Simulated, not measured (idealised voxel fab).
A process module follows: voxel self aligned vias.
Xsec cut, 260 nm wide, square cell size 5 nm.
This document writes a cross-section as a grid whose cells are square, and gives it as bands, listed from the top down; one or more rows of cells form a band. Top height, bottom height, nm. Materials left to right, width each, nm. Single material + "edge to edge" = fills band edge to edge. "air" = empty. Beneath 0, the wafer as received is one material, and that level is where height counting begins. The lowest band goes on downward without a bottom; it is written like "0 -> down". Width "30->40": first value at the band's top row of cells, second value at its bottom row, equal change from row to row. Take "remains unaltered" at face value: in the step it is given for, the cross-section changed in none of its cells. Voids not open to the top, 8 cells minimum: see "Unvented voids". Written width x height at distance; distance is from the left edge; nm. That trailing text on a step's line, after the settings, is the simulator's own remark on the step. You can add "overlay nm" to a step's line. For a step with a mask, it describes how far the mask lay to the right of its planned position, and a negative number describes a lay to the left.

LIST OF PLANNED PROCESS STEPS
- 1: RECEIVE, material Si
- 2: CONFORMAL_DEP, material SiO2, thk nm 15
- 3: CONFORMAL_DEP, material SiCN, thk nm 5
- 4: DIRECTIONAL_DEP, material SiO2, thk nm 20
- 5: DIRECTIONAL_DEP, material aC, thk nm 10
- 6: PATTERN, tone open, mask id LINES, material resist, width nm 30, pitch nm 60, thk nm 25, overlay nm 0
- 7: DIRECTIONAL_ETCH, etch materials aC, depth nm 10
- 8: STRIP, etch materials resist
- 9: DIRECTIONAL_ETCH, etch materials SiO2, depth nm 20
- 10: STRIP, etch materials aC
- 11: CONFORMAL_DEP, material TiN, thk nm 5
- 12: FILL_DEP, material Ru, thk nm 5
- 13: CMP, height nm 40
- 14: SELECTIVE_ETCH, etch materials W Ru TiN, depth nm 5
- 15: FILL_DEP, material SiN, thk nm 10
- 16: CMP, height nm 40
- 17: DIRECTIONAL_DEP, material SiO2, thk nm 15
- 18: MASKED_ETCH, tone open, mask id VIAS, width nm 40, pitch nm 120, etch materials SiO2, depth nm 15, overlay nm 0
- 19: MASKED_ETCH, tone open, mask id VIAS, width nm 40, pitch nm 120, etch materials SiN, depth nm 5, overlay nm 0
- 20: CONFORMAL_DEP, material TiN, thk nm 5
- 21: FILL_DEP, material Ru, thk nm 10
- 22: CMP, height nm 55
- 23: CONFORMAL_DEP, material SiN, thk nm 5

HERE'S WHAT THE WAFER LOOKED LIKE IN CROSS-SECTION WHEN IT ARRIVED - THAT'S AFTER STEP 1
	0 -> down  Si edge to edge
	Unvented voids: none

CROSS-SECTION: FIRST OF TWO WAFERS, MODULE FINISHED, RUN ACCORDING TO PLAN
	60 -> 55  SiN edge to edge
	55 -> 45  50 nm SiO2  5 nm TiN  30 nm Ru  5 nm TiN  80 nm SiO2  5 nm TiN  30 nm Ru  5 nm TiN  50 nm SiO2
	45 -> 40  50 nm SiO2  10 nm TiN  20 nm Ru  10 nm TiN  80 nm SiO2  10 nm TiN  20 nm Ru  10 nm TiN  50 nm SiO2
	40 -> 35  55 nm SiO2  30 nm TiN  30 nm SiO2  30 nm SiN  30 nm SiO2  30 nm TiN  55 nm SiO2
	35 -> 25  55 nm SiO2  5 nm TiN  20 nm Ru  5 nm TiN  30 nm SiO2  5 nm TiN  20 nm Ru  5 nm TiN  30 nm SiO2  5 nm TiN  20 nm Ru  5 nm TiN  55 nm SiO2
	25 -> 20  55 nm SiO2  30 nm TiN  30 nm SiO2  30 nm TiN  30 nm SiO2  30 nm TiN  55 nm SiO2
	20 -> 15  SiCN edge to edge
	15 -> 0  SiO2 edge to edge
	0 -> down  Si edge to edge
	Unvented voids: none

CROSS-SECTIONAL IMAGE OF THE SECOND WAFER OF THE TWO FOLLOWING COMPLETION OF THE MODULE. STARTING STATE AND PROCESS PLAN WERE THE SAME AS FOR THE FIRST WAFER; ONE EXECUTION ERROR OCCURRED
	75 -> 70  SiN edge to edge
	70 -> 60  Ru edge to edge
	60 -> 55  55 nm TiN  30 nm Ru  90 nm TiN  30 nm Ru  55 nm TiN
	55 -> 45  50 nm SiO2  5 nm TiN  30 nm Ru  5 nm TiN  80 nm SiO2  5 nm TiN  30 nm Ru  5 nm TiN  50 nm SiO2
	45 -> 40  50 nm SiO2  10 nm TiN  20 nm Ru  10 nm TiN  80 nm SiO2  10 nm TiN  20 nm Ru  10 nm TiN  50 nm SiO2
	40 -> 35  55 nm SiO2  30 nm TiN  30 nm SiO2  30 nm SiN  30 nm SiO2  30 nm TiN  55 nm SiO2
	35 -> 25  55 nm SiO2  5 nm TiN  20 nm Ru  5 nm TiN  30 nm SiO2  5 nm TiN  20 nm Ru  5 nm TiN  30 nm SiO2  5 nm TiN  20 nm Ru  5 nm TiN  55 nm SiO2
	25 -> 20  55 nm SiO2  30 nm TiN  30 nm SiO2  30 nm TiN  30 nm SiO2  30 nm TiN  55 nm SiO2
	20 -> 15  SiCN edge to edge
	15 -> 0  SiO2 edge to edge
	0 -> down  Si edge to edge
	Unvented voids: none
Run error: it should be noted that step 22 of the plan was omitted and was not performed
FYI, end of process, the second wafer has more or fewer cells of some materials than the first: Ru +116, TiN +40
